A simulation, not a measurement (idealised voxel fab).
Documented hereafter: the process module known as voxel ribs on slabs.
The cross-section shown here is cut; it is 190 nm wide and divided into square cells measuring 5 nm on a side.
Cross-section = grid of square cells, listed top down in bands; band = one or more rows.
Look at the band entry: it leads with the top's height and the bottom's height in nm. Then it lists the materials left to right, with a width in nm for each. The word "everywhere" on a single material says that material fills the band edge to edge. The word "blank" is empty space.
Height 0 is the level under which the wafer as received is all one material. The lowest band goes on downwards, as in "0 nm and below".
Read "30 to 40" as a graded width: first number on top, second number at the bottom, same change between each pair of neighbouring rows.
"remains unaltered", as given for a step, is the statement that not any cell of the cross-section underwent a change during that step.
Empty spaces counting at least 8 cells and having no open way to the top are listed in "Listed closed voids". The notation width x height at distance is used for each, the distance being from the left edge and all three values in nm.
Heads up: the bit after the settings on a step's line is the simulator's remark on that step.
Steps that use a mask can have "overlay nm" on their line. It says how far the mask sat to the right of where it was meant to be. Negative means to the left.
## The process steps that were planned are listed below
1 RECEIVE: material Si
2 DIRECTIONAL_DEP: material SiO2, thk nm 30
3 DIRECTIONAL_DEP: material polySi, thk nm 15
4 MASKED_ETCH: tone cover, mask id RIB, width nm 25, etch materials polySi, depth nm 10, overlay nm 0
5 MASKED_ETCH: tone cover, mask id SLAB, width nm 65, etch materials polySi, depth nm 5, overlay nm 0
6 FILL_DEP: material SiO2, thk nm 15
7 CMP: height nm 55
8 DIRECTIONAL_DEP: material TiN, thk nm 10
9 PATTERN: tone cover, mask id HEATER, material resist, width nm 35, thk nm 15, overlay nm 0
10 DIRECTIONAL_ETCH: etch materials TiN, depth nm 10
11 STRIP: etch materials resist
12 CONFORMAL_DEP: material SiN, thk nm 10
## Received-state cross-section, reflecting completion of step 1
- 0 nm and below = Si everywhere
- Listed closed voids: none
## Cross-section, first of two wafers, end of module, run as planned
- 75 nm to 65 nm = 65 of blank, then 55 of SiN, then 70 of blank
- 65 nm to 55 nm = 75 of SiN, then 35 of TiN, then 80 of SiN
- 55 nm to 45 nm = SiO2 everywhere
- 45 nm to 35 nm = 80 of SiO2, then 25 of polySi, then 85 of SiO2
- 35 nm to 30 nm = 60 of SiO2, then 65 of polySi, then 65 of SiO2
- 30 nm to 0 nm = SiO2 everywhere
- 0 nm and below = Si everywhere
- Listed closed voids: none
## Cross-section of the latter of the two wafers at module completion. It had an identical start and an identical plan to the former; in running it, one mistake was made
- 75 nm to 65 nm = 65 of blank, then 55 of TiN, then 70 of blank
- 65 nm to 55 nm = TiN everywhere
- 55 nm to 45 nm = SiO2 everywhere
- 45 nm to 35 nm = 80 of SiO2, then 25 of polySi, then 85 of SiO2
- 35 nm to 30 nm = 60 of SiO2, then 65 of polySi, then 65 of SiO2
- 30 nm to 0 nm = SiO2 everywhere
- 0 nm and below = Si everywhere
- Listed closed voids: none
Deviation noted in wafer processing: heads up, step 12 didn't go per plan, it actually ran as CONFORMAL_DEP: material TiN, thk nm 10
End of process, cell counts, second wafer against first, materials with more or fewer: SiN: 84 fewer, TiN: 84 more
